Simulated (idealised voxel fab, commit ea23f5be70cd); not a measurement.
Process module in this document: voxel capacitor over wiring
It is cross-section cut that appears here, measuring 160 nm in width, its square cells being 5 nm in size.
Think of the cross-section as a grid of square cells. We describe it in bands, top to bottom, and each band covers one or more rows of those cells. Within each band entry, the heights of the top and of the bottom of the band appear first, in that order and in nm; the materials of the band then follow from left to right, each with its corresponding width in nm. The designation "edge to edge" on a single material indicates that it fills the band from edge to edge; the designation "air" indicates empty space. Ref level 0: as-received wafer is one material below here. Bottom band extends down with no lower bound ("0..down"). It should be noted that a width expressed as "30..40" varies in equal increments from row to row of cells within the band, taking the value of the first number at the top row and that of the second number at the bottom row. It should be understood that the words "nothing altered", when stated for a given step, signify that the cross-section underwent no change in any of its cells during that step. This entry, "Voids, sealed", enumerates those empty regions of no fewer than 8 cells that possess no open connection to the top. Each region is reported in the form width x height at distance, the distance being taken from the left edge, with all three quantities expressed in nm. Read whatever lies past the settings on a step's line as the simulator's own remark about the step. The line of a step may include "overlay nm". On a step with a mask, this value is how far to the right of its planned place the mask lay. A negative value means the mask lay to the left. Everything after this point is organized in pairs: a cross-section before one process step, a cross-section after it that shows only as deep as the lowest changed band, and, under the pair, the intervening step with its settings. Because different runs of this module on the same starting wafer can supply different pairs, a pair continues from the pair above it only if its entry headed "Pre-process cross-section" says so.
Pre-process cross-section
	0..down = Si edge to edge
	Voids, sealed: none
Post-Step Appearance
	10..0 = SiO2 edge to edge
	Nothing below the height 0 has changed.
	Voids, sealed: none
The two cross-sections above are separated by a single process step, namely CONFORMAL_DEP, material SiO2, thk nm 10
Pre-process cross-section: the state before this step is the cross-section shown after the step in the pair just above.
Post-Step Appearance
	15..10 = TiN edge to edge
	Nothing below the height 10 has changed.
	Voids, sealed: none
The two cross-sections above are separated by a single process step, namely DIRECTIONAL_DEP, material TiN, thk nm 5
Pre-process cross-section: the state before this step is the cross-section shown after the step in the pair just above.
Post-Step Appearance
	30..15 = Ru edge to edge
	Nothing below the height 15 has changed.
	Voids, sealed: none
The two cross-sections above are separated by a single process step, namely DIRECTIONAL_DEP, material Ru, thk nm 15
Pre-process cross-section: the state before this step is the cross-section shown after the step in the pair just above.
Post-Step Appearance
	30..15 = air=25, Ru=20, air=70, Ru=20, air=25
	Nothing below the height 15 has changed.
	Voids, sealed: none
The two cross-sections above are separated by a single process step, namely MASKED_ETCH, tone cover, mask id METAL_1, width nm 20, pitch nm 90, etch materials Ru, depth nm 15, overlay nm 0
Pre-process cross-section: the state before this step is the cross-section shown after the step in the pair just above.
Post-Step Appearance
	30..15 = air=25, Ru=20, air=70, Ru=20, air=25
	15..10 = air=25, TiN=20, air=70, TiN=20, air=25
	Nothing below the height 10 has changed.
	Voids, sealed: none
The two cross-sections above are separated by a single process step, namely MASKED_ETCH, tone cover, mask id METAL_1, width nm 20, pitch nm 90, etch materials TiN, depth nm 5, overlay nm 0
Pre-process cross-section: the state before this step is the cross-section shown after the step in the pair just above.
Post-Step Appearance
	35..30 = air=20, SiN=30, air=60, SiN=30, air=20
	30..15 = air=20, SiN=5, Ru=20, SiN=5, air=60, SiN=5, Ru=20, SiN=5, air=20
	15..10 = SiN=25, TiN=20, SiN=70, TiN=20, SiN=25
	Nothing below the height 10 has changed.
	Voids, sealed: none
The two cross-sections above are separated by a single process step, namely CONFORMAL_DEP, material SiN, thk nm 5
Pre-process cross-section: the state before this step is the cross-section shown after the step in the pair just above.
Post-Step Appearance
	40..35 = lowk edge to edge
	35..30 = lowk=20, SiN=30, lowk=60, SiN=30, lowk=20
	30..15 = lowk=20, SiN=5, Ru=20, SiN=5, lowk=60, SiN=5, Ru=20, SiN=5, lowk=20
	Nothing below the height 15 has changed.
	Voids, sealed: none
The two cross-sections above are separated by a single process step, namely FILL_DEP, material lowk, thk nm 5
Pre-process cross-section: the state before this step is the cross-section shown after the step in the pair just above.
Post-Step Appearance
	30..15 = lowk=20, SiN=5, Ru=20, SiN=5, lowk=60, SiN=5, Ru=20, SiN=5, lowk=20
	Nothing below the height 15 has changed.
	Voids, sealed: none
The two cross-sections above are separated by a single process step, namely CMP, height nm 30
Pre-process cross-section: the state before this step is the cross-section shown after the step in the pair just above.
Post-Step Appearance
	35..30 = SiCN edge to edge
	Nothing below the height 30 has changed.
	Voids, sealed: none
The two cross-sections above are separated by a single process step, namely CONFORMAL_DEP, material SiCN, thk nm 5
Pre-process cross-section: the state before this step is the cross-section shown after the step in the pair just above.
Post-Step Appearance
	55..35 = lowk edge to edge
	Nothing below the height 35 has changed.
	Voids, sealed: none
The two cross-sections above are separated by a single process step, namely DIRECTIONAL_DEP, material lowk, thk nm 20
Pre-process cross-section: the state before this step is the cross-section shown after the step in the pair just above.
Post-Step Appearance
	65..55 = aC edge to edge
	Nothing below the height 55 has changed.
	Voids, sealed: none
The two cross-sections above are separated by a single process step, namely DIRECTIONAL_DEP, material aC, thk nm 10
Pre-process cross-section: the state before this step is the cross-section shown after the step in the pair just above.
Post-Step Appearance
	90..65 = resist=30, air=15, resist=115
	Nothing below the height 65 has changed.
	Voids, sealed: none
The two cross-sections above are separated by a single process step, namely PATTERN, tone open, mask id PLUG_1, material resist, width nm 15, thk nm 25, overlay nm 0
Pre-process cross-section: the state before this step is the cross-section shown after the step in the pair just above.
Post-Step Appearance
	80..65 = resist=30, air=15, resist=115
	65..55 = aC=30, air=15, aC=115
	Nothing below the height 55 has changed.
	Voids, sealed: none
The two cross-sections above are separated by a single process step, namely DIRECTIONAL_ETCH, etch materials aC, depth nm 10
Pre-process cross-section: the state before this step is the cross-section shown after the step in the pair just above.
Post-Step Appearance
	65..55 = aC=30, air=15, aC=115
	Nothing below the height 55 has changed.
	Voids, sealed: none
The two cross-sections above are separated by a single process step, namely STRIP, etch materials resist
Pre-process cross-section: the state before this step is the cross-section shown after the step in the pair just above.
Post-Step Appearance
	65..55 = aC=30, air=15, aC=115
	55..35 = lowk=30, air=15, lowk=115
	Nothing below the height 35 has changed.
	Voids, sealed: none
The two cross-sections above are separated by a single process step, namely DIRECTIONAL_ETCH, etch materials lowk, depth nm 20
Pre-process cross-section: the state before this step is the cross-section shown after the step in the pair just above.
Post-Step Appearance
	65..55 = aC=30, air=15, aC=115
	55..35 = lowk=30, air=15, lowk=115
	35..30 = SiCN=30, air=15, SiCN=115
	Nothing below the height 30 has changed.
	Voids, sealed: none
The two cross-sections above are separated by a single process step, namely DIRECTIONAL_ETCH, etch materials SiCN, depth nm 5
Pre-process cross-section: the state before this step is the cross-section shown after the step in the pair just above.
Post-Step Appearance
	55..35 = lowk=30, air=15, lowk=115
	Nothing below the height 35 has changed.
	Voids, sealed: none
The two cross-sections above are separated by a single process step, namely STRIP, etch materials aC
Pre-process cross-section: the state before this step is the cross-section shown after the step in the pair just above.
Post-Step Appearance
	55..40 = lowk=30, air=15, lowk=115
	40..35 = lowk=30, Ru=15, lowk=115
	35..30 = SiCN=30, Ru=15, SiCN=115
	Nothing below the height 30 has changed.
	Voids, sealed: none
The two cross-sections above are separated by a single process step, namely EPI, material Ru, thk nm 10
Pre-process cross-section: the state before this step is the cross-section shown after the step in the pair just above.
Post-Step Appearance
	55..50 = lowk=30, air=15, lowk=115
	50..35 = lowk=30, Ru=15, lowk=115
	Nothing below the height 35 has changed.
	Voids, sealed: none
The two cross-sections above are separated by a single process step, namely EPI, material Ru, thk nm 10
Pre-process cross-section: the state before this step is the cross-section shown after the step in the pair just above.
Post-Step Appearance
	55..35 = lowk=30, Ru=15, lowk=115
	Nothing below the height 35 has changed.
	Voids, sealed: none
The two cross-sections above are separated by a single process step, namely EPI, material Ru, thk nm 5
Pre-process cross-section: the state before this step is the cross-section shown after the step in the pair just above.
Post-Step Appearance
	65..55 = TiN edge to edge
	Nothing below the height 55 has changed.
	Voids, sealed: none
The two cross-sections above are separated by a single process step, namely DIRECTIONAL_DEP, material TiN, thk nm 10
Pre-process cross-section: the state before this step is the cross-section shown after the step in the pair just above.
Post-Step Appearance
	70..65 = Al2O3 edge to edge
	Nothing below the height 65 has changed.
	Voids, sealed: none
The two cross-sections above are separated by a single process step, namely DIRECTIONAL_DEP, material Al2O3, thk nm 5
Pre-process cross-section: the state before this step is the cross-section shown after the step in the pair just above.
Post-Step Appearance
	80..70 = TiN edge to edge
	Nothing below the height 70 has changed.
	Voids, sealed: none
The two cross-sections above are separated by a single process step, namely DIRECTIONAL_DEP, material TiN, thk nm 10
Pre-process cross-section: the state before this step is the cross-section shown after the step in the pair just above.
Post-Step Appearance
	80..70 = air=30, TiN=75, air=55
	Nothing below the height 70 has changed.
	Voids, sealed: none
The two cross-sections above are separated by a single process step, namely MASKED_ETCH, tone cover, mask id UPPER_PLATE, width nm 75, etch materials TiN, depth nm 10, overlay nm 0
Pre-process cross-section: the state before this step is the cross-section shown after the step in the pair just above.
Post-Step Appearance
	80..70 = air=30, TiN=75, air=55
	70..65 = air=30, Al2O3=75, air=55
	Nothing below the height 65 has changed.
	Voids, sealed: none
The two cross-sections above are separated by a single process step, namely MASKED_ETCH, tone cover, mask id UPPER_PLATE, width nm 75, etch materials Al2O3, depth nm 5, overlay nm 0
Pre-process cross-section: the state before this step is the cross-section shown after the step in the pair just above.
Post-Step Appearance
	95..80 = air=30, aC=75, air=55
	80..70 = aC=30, TiN=75, aC=55
	70..65 = aC=30, Al2O3=75, aC=55
	Nothing below the height 65 has changed.
	Voids, sealed: none
The two cross-sections above are separated by a single process step, namely DIRECTIONAL_DEP, material aC, thk nm 15
Pre-process cross-section: the state before this step is the cross-section shown after the step in the pair just above.
Post-Step Appearance
	130..95 = air=25, resist=85, air=50
	95..80 = air=25, resist=5, aC=75, resist=5, air=50
	Nothing below the height 80 has changed.
	Voids, sealed: none
The two cross-sections above are separated by a single process step, namely PATTERN, tone cover, mask id LOWER_PLATE, material resist, width nm 85, thk nm 35, overlay nm 0
Pre-process cross-section: the state before this step is the cross-section shown after the step in the pair just above.
Post-Step Appearance
	115..95 = air=25, resist=85, air=50
	95..80 = air=25, resist=5, aC=75, resist=5, air=50
	80..70 = air=25, aC=5, TiN=75, aC=5, air=50
	70..65 = air=25, aC=5, Al2O3=75, aC=5, air=50
	Nothing below the height 65 has changed.
	Voids, sealed: none
The two cross-sections above are separated by a single process step, namely DIRECTIONAL_ETCH, etch materials aC, depth nm 15
Pre-process cross-section: the state before this step is the cross-section shown after the step in the pair just above.
Post-Step Appearance
	95..80 = air=30, aC=75, air=55
	Nothing below the height 80 has changed.
	Voids, sealed: none
The two cross-sections above are separated by a single process step, namely STRIP, etch materials resist
Pre-process cross-section: the state before this step is the cross-section shown after the step in the pair just above.
Post-Step Appearance
	95..80 = air=30, aC=75, air=55
	80..70 = air=25, aC=5, TiN=75, aC=5, air=50
	70..65 = air=25, aC=5, Al2O3=75, aC=5, air=50
	65..55 = air=25, TiN=85, air=50
	Nothing below the height 55 has changed.
	Voids, sealed: none
The two cross-sections above are separated by a single process step, namely DIRECTIONAL_ETCH, etch materials TiN, depth nm 10
Pre-process cross-section: the state before this step is the cross-section shown after the step in the pair just above.
Post-Step Appearance
	80..70 = air=30, TiN=75, air=55
	70..65 = air=30, Al2O3=75, air=55
	Nothing below the height 65 has changed.
	Voids, sealed: none
The two cross-sections above are separated by a single process step, namely STRIP, etch materials aC
Pre-process cross-section: the state before this step is the cross-section shown after the step in the pair just above.
Post-Step Appearance
	100..80 = SiO2 edge to edge
	80..70 = SiO2=30, TiN=75, SiO2=55
	70..65 = SiO2=30, Al2O3=75, SiO2=55
	65..55 = SiO2=25, TiN=85, SiO2=50
	Nothing below the height 55 has changed.
	Voids, sealed: none
The two cross-sections above are separated by a single process step, namely FILL_DEP, material SiO2, thk nm 20
Pre-process cross-section: the state before this step is the cross-section shown after the step in the pair just above.
Post-Step Appearance
	95..80 = SiO2 edge to edge
	Nothing below the height 80 has changed.
	Voids, sealed: none
The two cross-sections above are separated by a single process step, namely CMP, height nm 95
Pre-process cross-section: the state before this step is the cross-section shown after the step in the pair just above.
Post-Step Appearance
	115..95 = resist=40, air=15, resist=105
	Nothing below the height 95 has changed.
	Voids, sealed: none
The two cross-sections above are separated by a single process step, namely PATTERN, tone open, mask id PLUG_2, material resist, width nm 15, thk nm 20, overlay nm 0
Pre-process cross-section: the state before this step is the cross-section shown after the step in the pair just above.
Post-Step Appearance
	115..95 = resist=40, air=15, resist=105
	95..80 = SiO2=40, air=15, SiO2=105
	Nothing below the height 80 has changed.
	Voids, sealed: none
The two cross-sections above are separated by a single process step, namely DIRECTIONAL_ETCH, etch materials SiO2, depth nm 15
Pre-process cross-section: the state before this step is the cross-section shown after the step in the pair just above.
Post-Step Appearance
	95..80 = SiO2=40, air=15, SiO2=105
	Nothing below the height 80 has changed.
	Voids, sealed: none
The two cross-sections above are separated by a single process step, namely STRIP, etch materials resist
Pre-process cross-section: the state before this step is the cross-section shown after the step in the pair just above.
Post-Step Appearance
	100..95 = TiN=45, air=5, TiN=110
	95..85 = SiO2=40, TiN=5, air=5, TiN=5, SiO2=105
	85..80 = SiO2=40, TiN=15, SiO2=105
	Nothing below the height 80 has changed.
	Voids, sealed: none
The two cross-sections above are separated by a single process step, namely CONFORMAL_DEP, material TiN, thk nm 5
Pre-process cross-section: the state before this step is the cross-section shown after the step in the pair just above.
Post-Step Appearance
	105..100 = Cu edge to edge
	100..95 = TiN=45, Cu=5, TiN=110
	95..85 = SiO2=40, TiN=5, Cu=5, TiN=5, SiO2=105
	Nothing below the height 85 has changed.
	Voids, sealed: none
The two cross-sections above are separated by a single process step, namely FILL_DEP, material Cu, thk nm 5
Pre-process cross-section: the state before this step is the cross-section shown after the step in the pair just above.
Post-Step Appearance
	95..85 = SiO2=40, TiN=5, Cu=5, TiN=5, SiO2=105
	Nothing below the height 85 has changed.
	Voids, sealed: none
The two cross-sections above are separated by a single process step, namely CMP, height nm 95
Pre-process cross-section: the state before this step is the cross-section shown after the step in the pair just above.
Post-Step Appearance
	100..95 = SiCN edge to edge
	Nothing below the height 95 has changed.
	Voids, sealed: none
The two cross-sections above are separated by a single process step, namely CONFORMAL_DEP, material SiCN, thk nm 5
Pre-process cross-section
	10..0 = SiO2 edge to edge
	0..down = Si edge to edge
	Voids, sealed: none
Post-Step Appearance
	25..10 = Ru edge to edge
	Nothing below the height 10 has changed.
	Voids, sealed: none
The two cross-sections above are separated by a single process step, namely DIRECTIONAL_DEP, material Ru, thk nm 15
Pre-process cross-section: the state before this step is the cross-section shown after the step in the pair just above.
Post-Step Appearance
	25..10 = air=25, Ru=20, air=70, Ru=20, air=25
	Nothing below the height 10 has changed.
	Voids, sealed: none
The two cross-sections above are separated by a single process step, namely MASKED_ETCH, tone cover, mask id METAL_1, width nm 20, pitch nm 90, etch materials Ru, depth nm 15, overlay nm 0
Pre-process cross-section: the state before this step is the cross-section shown after the step in the pair just above.
Post-Step Appearance
	30..25 = air=20, SiN=30, air=60, SiN=30, air=20
	25..15 = air=20, SiN=5, Ru=20, SiN=5, air=60, SiN=5, Ru=20, SiN=5, air=20
	15..10 = SiN=25, Ru=20, SiN=70, Ru=20, SiN=25
	Nothing below the height 10 has changed.
	Voids, sealed: none
The two cross-sections above are separated by a single process step, namely CONFORMAL_DEP, material SiN, thk nm 5
Pre-process cross-section: the state before this step is the cross-section shown after the step in the pair just above.
Post-Step Appearance
	35..30 = lowk edge to edge
	30..25 = lowk=20, SiN=30, lowk=60, SiN=30, lowk=20
	25..15 = lowk=20, SiN=5, Ru=20, SiN=5, lowk=60, SiN=5, Ru=20, SiN=5, lowk=20
	Nothing below the height 15 has changed.
	Voids, sealed: none
The two cross-sections above are separated by a single process step, namely FILL_DEP, material lowk, thk nm 5
Pre-process cross-section: the state before this step is the cross-section shown after the step in the pair just above.
Post-Step Appearance
	30..25 = lowk=20, SiN=30, lowk=60, SiN=30, lowk=20
	Nothing below the height 25 has changed.
	Voids, sealed: none
The two cross-sections above are separated by a single process step, namely CMP, height nm 30
Pre-process cross-section: the state before this step is the cross-section shown after the step in the pair just above.
Post-Step Appearance
	35..30 = SiCN edge to edge
	Nothing below the height 30 has changed.
	Voids, sealed: none
The two cross-sections above are separated by a single process step, namely CONFORMAL_DEP, material SiCN, thk nm 5
Pre-process cross-section: the state before this step is the cross-section shown after the step in the pair just above.
Post-Step Appearance
	55..35 = lowk edge to edge
	Nothing below the height 35 has changed.
	Voids, sealed: none
The two cross-sections above are separated by a single process step, namely DIRECTIONAL_DEP, material lowk, thk nm 20
Pre-process cross-section: the state before this step is the cross-section shown after the step in the pair just above.
Post-Step Appearance
	65..55 = aC edge to edge
	Nothing below the height 55 has changed.
	Voids, sealed: none
The two cross-sections above are separated by a single process step, namely DIRECTIONAL_DEP, material aC, thk nm 10
Pre-process cross-section: the state before this step is the cross-section shown after the step in the pair just above.
Post-Step Appearance
	90..65 = resist=30, air=15, resist=115
	Nothing below the height 65 has changed.
	Voids, sealed: none
The two cross-sections above are separated by a single process step, namely PATTERN, tone open, mask id PLUG_1, material resist, width nm 15, thk nm 25, overlay nm 0
Pre-process cross-section: the state before this step is the cross-section shown after the step in the pair just above.
Post-Step Appearance
	80..65 = resist=30, air=15, resist=115
	65..55 = aC=30, air=15, aC=115
	Nothing below the height 55 has changed.
	Voids, sealed: none
The two cross-sections above are separated by a single process step, namely DIRECTIONAL_ETCH, etch materials aC, depth nm 10
Pre-process cross-section: the state before this step is the cross-section shown after the step in the pair just above.
Post-Step Appearance
	65..55 = aC=30, air=15, aC=115
	Nothing below the height 55 has changed.
	Voids, sealed: none
The two cross-sections above are separated by a single process step, namely STRIP, etch materials resist
Pre-process cross-section: the state before this step is the cross-section shown after the step in the pair just above.
Post-Step Appearance
	65..55 = aC=30, air=15, aC=115
	55..35 = lowk=30, air=15, lowk=115
	Nothing below the height 35 has changed.
	Voids, sealed: none
The two cross-sections above are separated by a single process step, namely DIRECTIONAL_ETCH, etch materials lowk, depth nm 20
Pre-process cross-section: the state before this step is the cross-section shown after the step in the pair just above.
Post-Step Appearance
	65..55 = aC=30, air=15, aC=115
	55..35 = lowk=30, air=15, lowk=115
	35..30 = SiCN=30, air=15, SiCN=115
	Nothing below the height 30 has changed.
	Voids, sealed: none
The two cross-sections above are separated by a single process step, namely DIRECTIONAL_ETCH, etch materials SiCN, depth nm 5
Pre-process cross-section: the state before this step is the cross-section shown after the step in the pair just above.
Post-Step Appearance
	55..35 = lowk=30, air=15, lowk=115
	Nothing below the height 35 has changed.
	Voids, sealed: none
The two cross-sections above are separated by a single process step, namely STRIP, etch materials aC
Pre-process cross-section: the state before this step is the cross-section shown after the step in the pair just above.
Post-Step Appearance
	65..55 = TiN=30, air=15, TiN=115
	55..40 = lowk=30, air=15, lowk=115
	40..35 = lowk=30, TiN=15, lowk=115
	35..30 = SiCN=30, TiN=15, SiCN=115
	Nothing below the height 30 has changed.
	Voids, sealed: none
The two cross-sections above are separated by a single process step, namely DIRECTIONAL_DEP, material TiN, thk nm 10
Pre-process cross-section: the state before this step is the cross-section shown after the step in the pair just above.
Post-Step Appearance
	70..65 = Al2O3=30, air=15, Al2O3=115
	65..55 = TiN=30, air=15, TiN=115
	55..45 = lowk=30, air=15, lowk=115
	45..40 = lowk=30, Al2O3=15, lowk=115
	Nothing below the height 40 has changed.
	Voids, sealed: none
The two cross-sections above are separated by a single process step, namely DIRECTIONAL_DEP, material Al2O3, thk nm 5
Pre-process cross-section: the state before this step is the cross-section shown after the step in the pair just above.
Post-Step Appearance
	80..70 = TiN=30, air=15, TiN=115
	70..65 = Al2O3=30, air=15, Al2O3=115
	65..55 = TiN=30, air=15, TiN=115
	55..45 = lowk=30, TiN=15, lowk=115
	Nothing below the height 45 has changed.
	Voids, sealed: none
The two cross-sections above are separated by a single process step, namely DIRECTIONAL_DEP, material TiN, thk nm 10
Pre-process cross-section: the state before this step is the cross-section shown after the step in the pair just above.
Post-Step Appearance
	80..70 = air=45, TiN=60, air=55
	Nothing below the height 70 has changed.
	Voids, sealed: none
The two cross-sections above are separated by a single process step, namely MASKED_ETCH, tone cover, mask id UPPER_PLATE, width nm 75, etch materials TiN, depth nm 10, overlay nm 0
Pre-process cross-section: the state before this step is the cross-section shown after the step in the pair just above.
Post-Step Appearance
	80..70 = air=45, TiN=60, air=55
	70..65 = air=45, Al2O3=60, air=55
	Nothing below the height 65 has changed.
	Voids, sealed: none
The two cross-sections above are separated by a single process step, namely MASKED_ETCH, tone cover, mask id UPPER_PLATE, width nm 75, etch materials Al2O3, depth nm 5, overlay nm 0
Pre-process cross-section: the state before this step is the cross-section shown after the step in the pair just above.
Post-Step Appearance
	95..80 = air=45, aC=60, air=55
	80..70 = aC=30, air=15, TiN=60, aC=55
	70..65 = aC=45, Al2O3=60, aC=55
	65..55 = TiN=30, aC=15, TiN=115
	Nothing below the height 55 has changed.
	Voids, sealed: none
The two cross-sections above are separated by a single process step, namely DIRECTIONAL_DEP, material aC, thk nm 15
Pre-process cross-section: the state before this step is the cross-section shown after the step in the pair just above.
Post-Step Appearance
	130..95 = air=25, resist=85, air=50
	95..80 = air=25, resist=20, aC=60, resist=5, air=50
	80..70 = aC=30, resist=15, TiN=60, aC=55
	Nothing below the height 70 has changed.
	Voids, sealed: none
The two cross-sections above are separated by a single process step, namely PATTERN, tone cover, mask id LOWER_PLATE, material resist, width nm 85, thk nm 35, overlay nm 0
Pre-process cross-section: the state before this step is the cross-section shown after the step in the pair just above.
Post-Step Appearance
	115..95 = air=25, resist=85, air=50
	95..80 = air=25, resist=20, aC=60, resist=5, air=50
	80..70 = air=25, aC=5, resist=15, TiN=60, aC=5, air=50
	70..65 = air=25, aC=20, Al2O3=60, aC=5, air=50
	Nothing below the height 65 has changed.
	Voids, sealed: none
The two cross-sections above are separated by a single process step, namely DIRECTIONAL_ETCH, etch materials aC, depth nm 15
Pre-process cross-section: the state before this step is the cross-section shown after the step in the pair just above.
Post-Step Appearance
	95..80 = air=45, aC=60, air=55
	80..70 = air=25, aC=5, air=15, TiN=60, aC=5, air=50
	Nothing below the height 70 has changed.
	Voids, sealed: none
The two cross-sections above are separated by a single process step, namely STRIP, etch materials resist
Pre-process cross-section: the state before this step is the cross-section shown after the step in the pair just above.
Post-Step Appearance
	95..80 = air=45, aC=60, air=55
	80..70 = air=25, aC=5, air=15, TiN=60, aC=5, air=50
	70..65 = air=25, aC=20, Al2O3=60, aC=5, air=50
	65..55 = air=25, TiN=5, aC=15, TiN=65, air=50
	Nothing below the height 55 has changed.
	Voids, sealed: none
The two cross-sections above are separated by a single process step, namely DIRECTIONAL_ETCH, etch materials TiN, depth nm 10
Pre-process cross-section: the state before this step is the cross-section shown after the step in the pair just above.
Post-Step Appearance
	80..70 = air=45, TiN=60, air=55
	70..65 = air=45, Al2O3=60, air=55
	65..55 = air=25, TiN=5, air=15, TiN=65, air=50
	Nothing below the height 55 has changed.
	Voids, sealed: none
The two cross-sections above are separated by a single process step, namely STRIP, etch materials aC
Pre-process cross-section: the state before this step is the cross-section shown after the step in the pair just above.
Post-Step Appearance
	100..80 = SiO2 edge to edge
	80..70 = SiO2=45, TiN=60, SiO2=55
	70..65 = SiO2=45, Al2O3=60, SiO2=55
	65..55 = SiO2=25, TiN=5, SiO2=15, TiN=65, SiO2=50
	Nothing below the height 55 has changed.
	Voids, sealed: none
The two cross-sections above are separated by a single process step, namely FILL_DEP, material SiO2, thk nm 20
Pre-process cross-section: the state before this step is the cross-section shown after the step in the pair just above.
Post-Step Appearance
	95..80 = SiO2 edge to edge
	Nothing below the height 80 has changed.
	Voids, sealed: none
The two cross-sections above are separated by a single process step, namely CMP, height nm 95
Pre-process cross-section: the state before this step is the cross-section shown after the step in the pair just above.
Post-Step Appearance
	115..95 = resist=40, air=15, resist=105
	Nothing below the height 95 has changed.
	Voids, sealed: none
The two cross-sections above are separated by a single process step, namely PATTERN, tone open, mask id PLUG_2, material resist, width nm 15, thk nm 20, overlay nm 0
Pre-process cross-section: the state before this step is the cross-section shown after the step in the pair just above.
Post-Step Appearance
	115..95 = resist=40, air=15, resist=105
	95..80 = SiO2=40, air=15, SiO2=105
	Nothing below the height 80 has changed.
	Voids, sealed: none
The two cross-sections above are separated by a single process step, namely DIRECTIONAL_ETCH, etch materials SiO2, depth nm 15
Pre-process cross-section: the state before this step is the cross-section shown after the step in the pair just above.
Post-Step Appearance
	95..80 = SiO2=40, air=15, SiO2=105
	Nothing below the height 80 has changed.
	Voids, sealed: none
The two cross-sections above are separated by a single process step, namely STRIP, etch materials resist
Pre-process cross-section: the state before this step is the cross-section shown after the step in the pair just above.
Post-Step Appearance
	100..95 = TiN=45, air=5, TiN=110
	95..85 = SiO2=40, TiN=5, air=5, TiN=5, SiO2=105
	85..80 = SiO2=40, TiN=15, SiO2=105
	Nothing below the height 80 has changed.
	Voids, sealed: none
The two cross-sections above are separated by a single process step, namely CONFORMAL_DEP, material TiN, thk nm 5
Pre-process cross-section: the state before this step is the cross-section shown after the step in the pair just above.
Post-Step Appearance
	105..100 = Cu edge to edge
	100..95 = TiN=45, Cu=5, TiN=110
	95..85 = SiO2=40, TiN=5, Cu=5, TiN=5, SiO2=105
	Nothing below the height 85 has changed.
	Voids, sealed: none
The two cross-sections above are separated by a single process step, namely FILL_DEP, material Cu, thk nm 5
Pre-process cross-section: the state before this step is the cross-section shown after the step in the pair just above.
Post-Step Appearance
	95..85 = SiO2=40, TiN=5, Cu=5, TiN=5, SiO2=105
	Nothing below the height 85 has changed.
	Voids, sealed: none
The two cross-sections above are separated by a single process step, namely CMP, height nm 95
Pre-process cross-section: the state before this step is the cross-section shown after the step in the pair just above.
Post-Step Appearance
	100..95 = SiCN edge to edge
	Nothing below the height 95 has changed.
	Voids, sealed: none
The two cross-sections above are separated by a single process step, namely CONFORMAL_DEP, material SiCN, thk nm 5
Pre-process cross-section
	55..50 = lowk=30, air=15, lowk=115
	50..35 = lowk=30, Ru=15, lowk=115
	35..30 = SiCN=30, Ru=15, SiCN=115
	30..15 = lowk=20, SiN=5, Ru=20, SiN=5, lowk=60, SiN=5, Ru=20, SiN=5, lowk=20
	15..10 = SiN=25, TiN=20, SiN=70, TiN=20, SiN=25
	10..0 = SiO2 edge to edge
	0..down = Si edge to edge
	Voids, sealed: none
Post-Step Appearance
	60..55 = air=25, Ru=25, air=110
	55..35 = lowk=30, Ru=15, lowk=115
	Nothing below the height 35 has changed.
	Voids, sealed: none
The two cross-sections above are separated by a single process step, namely EPI, material Ru, thk nm 10
Pre-process cross-section: the state before this step is the cross-section shown after the step in the pair just above.
Post-Step Appearance
	65..55 = air=20, Ru=35, air=105
	Nothing below the height 55 has changed.
	Voids, sealed: none
The two cross-sections above are separated by a single process step, namely EPI, material Ru, thk nm 5
Pre-process cross-section: the state before this step is the cross-section shown after the step in the pair just above.
Post-Step Appearance
	75..65 = air=20, TiN=35, air=105
	65..55 = TiN=20, Ru=35, TiN=105
	Nothing below the height 55 has changed.
	Voids, sealed: none
The two cross-sections above are separated by a single process step, namely DIRECTIONAL_DEP, material TiN, thk nm 10
Pre-process cross-section: the state before this step is the cross-section shown after the step in the pair just above.
Post-Step Appearance
	80..75 = air=20, Al2O3=35, air=105
	75..70 = air=20, TiN=35, air=105
	70..65 = Al2O3=20, TiN=35, Al2O3=105
	Nothing below the height 65 has changed.
	Voids, sealed: none
The two cross-sections above are separated by a single process step, namely DIRECTIONAL_DEP, material Al2O3, thk nm 5
Pre-process cross-section: the state before this step is the cross-section shown after the step in the pair just above.
Post-Step Appearance
	90..80 = air=20, TiN=35, air=105
	80..75 = TiN=20, Al2O3=35, TiN=105
	75..70 = TiN edge to edge
	Nothing below the height 70 has changed.
	Voids, sealed: none
The two cross-sections above are separated by a single process step, namely DIRECTIONAL_DEP, material TiN, thk nm 10
Pre-process cross-section: the state before this step is the cross-section shown after the step in the pair just above.
Post-Step Appearance
	90..80 = air=30, TiN=25, air=105
	80..75 = air=20, Al2O3=35, TiN=50, air=55
	75..70 = air=20, TiN=85, air=55
	Nothing below the height 70 has changed.
	Voids, sealed: none
The two cross-sections above are separated by a single process step, namely MASKED_ETCH, tone cover, mask id UPPER_PLATE, width nm 75, etch materials TiN, depth nm 10, overlay nm 0
Pre-process cross-section: the state before this step is the cross-section shown after the step in the pair just above.
Post-Step Appearance
	90..80 = air=30, TiN=25, air=105
	80..75 = air=30, Al2O3=25, TiN=50, air=55
	75..70 = air=20, TiN=85, air=55
	70..65 = air=20, TiN=35, Al2O3=50, air=55
	Nothing below the height 65 has changed.
	Voids, sealed: none
The two cross-sections above are separated by a single process step, namely MASKED_ETCH, tone cover, mask id UPPER_PLATE, width nm 75, etch materials Al2O3, depth nm 5, overlay nm 0
Pre-process cross-section: the state before this step is the cross-section shown after the step in the pair just above.
Post-Step Appearance
	105..95 = air=30, aC=25, air=105
	95..90 = air=30, aC=75, air=55
	90..80 = air=20, aC=10, TiN=25, aC=50, air=55
	80..75 = aC=30, Al2O3=25, TiN=50, aC=55
	75..70 = aC=20, TiN=85, aC=55
	70..65 = aC=20, TiN=35, Al2O3=50, aC=55
	Nothing below the height 65 has changed.
	Voids, sealed: none
The two cross-sections above are separated by a single process step, namely DIRECTIONAL_DEP, material aC, thk nm 15
Pre-process cross-section: the state before this step is the cross-section shown after the step in the pair just above.
Post-Step Appearance
	140..105 = air=25, resist=85, air=50
	105..95 = air=25, resist=5, aC=25, resist=55, air=50
	95..90 = air=25, resist=5, aC=75, resist=5, air=50
	90..80 = air=20, aC=10, TiN=25, aC=50, resist=5, air=50
	Nothing below the height 80 has changed.
	Voids, sealed: none
The two cross-sections above are separated by a single process step, namely PATTERN, tone cover, mask id LOWER_PLATE, material resist, width nm 85, thk nm 35, overlay nm 0
Pre-process cross-section: the state before this step is the cross-section shown after the step in the pair just above.
Post-Step Appearance
	125..105 = air=25, resist=85, air=50
	105..95 = air=25, resist=5, aC=25, resist=55, air=50
	95..90 = air=25, resist=5, aC=75, resist=5, air=50
	90..80 = air=25, aC=5, TiN=25, aC=50, resist=5, air=50
	80..75 = air=25, aC=5, Al2O3=25, TiN=50, aC=5, air=50
	75..70 = air=20, TiN=85, aC=5, air=50
	70..65 = air=20, TiN=35, Al2O3=50, aC=5, air=50
	Nothing below the height 65 has changed.
	Voids, sealed: none
The two cross-sections above are separated by a single process step, namely DIRECTIONAL_ETCH, etch materials aC, depth nm 15
